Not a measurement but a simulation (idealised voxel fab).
process module | voxel double patterning
cross-section cut | 235 nm wide | cells 5 nm
A cross-section is a grid of square cells, given in bands from the top down. A band is one or more rows of cells.
Each band's line starts with the height of the band's top and of its bottom, in nm. Then come its materials from left to right, each with its width in nm. One material with "throughout" fills the band from edge to edge. "air" is empty space.
Height 0 is the level under which the wafer as received is all one material. The lowest band goes on downwards, as in "0 down".
A width such as "30 to 40" changes by the same amount from each row of cells to the next, from the band's top row to its bottom row.
"no change" after a step means that no cell of the cross-section changed.
closed voids: empty space of 8 cells or more with no open way to the top, each as width x height at its distance from the left edge, in nm
after a step's settings: what the simulator itself notes on the step
overlay nm, on a step with a mask: how far to the right of its planned place the mask lay; to the left if negative
plan
1 op RECEIVE | material Si
2 op CONFORMAL_DEP | material SiO2 | thk nm 5
3 op DIRECTIONAL_DEP | material W | thk nm 15
4 op DIRECTIONAL_DEP | material SiCN | thk nm 10
5 op PATTERN | tone open | mask id FIRST | material resist | width nm 15 | pitch nm 50 | thk nm 20 | overlay nm 0
6 op DIRECTIONAL_ETCH | etch materials SiCN | depth nm 10
7 op STRIP | etch materials resist
8 op MASKED_ETCH | tone open | mask id SECOND | width nm 15 | pitch nm 50 | etch materials SiCN | depth nm 10 | overlay nm 0
9 op DIRECTIONAL_ETCH | etch materials W | depth nm 15
10 op STRIP | etch materials SiCN
varied across the wafers: width nm of step 8. The plan shows the first wafer's value. All wafers start alike
first wafer as received, after step 1
  0 down: Si throughout
  closed voids: none
first wafer at the end, after step 10
  20 to 5: W 60 | air 15 | W 10 | air 15 | W 10 | air 15 | W 10 | air 15 | W 10 | air 15 | W 60
  5 to 0: SiO2 throughout
  0 down: Si throughout
  closed voids: none
last wafer at the end
  20 to 5: W 60 | air 15 | W 5 | air 45 | W 5 | air 45 | W 60
  5 to 0: SiO2 throughout
  0 down: Si throughout
  closed voids: none
each wafer at the end: cells of each material gained (+) or lost (-) since it was received, then its closed voids
width nm 15 | +47 SiO2 | +96 W | closed voids: none
width nm 20 | +47 SiO2 | +90 W | closed voids: none
width nm 25 | +47 SiO2 | +84 W | closed voids: none
width nm 30 | +47 SiO2 | +78 W | closed voids: none
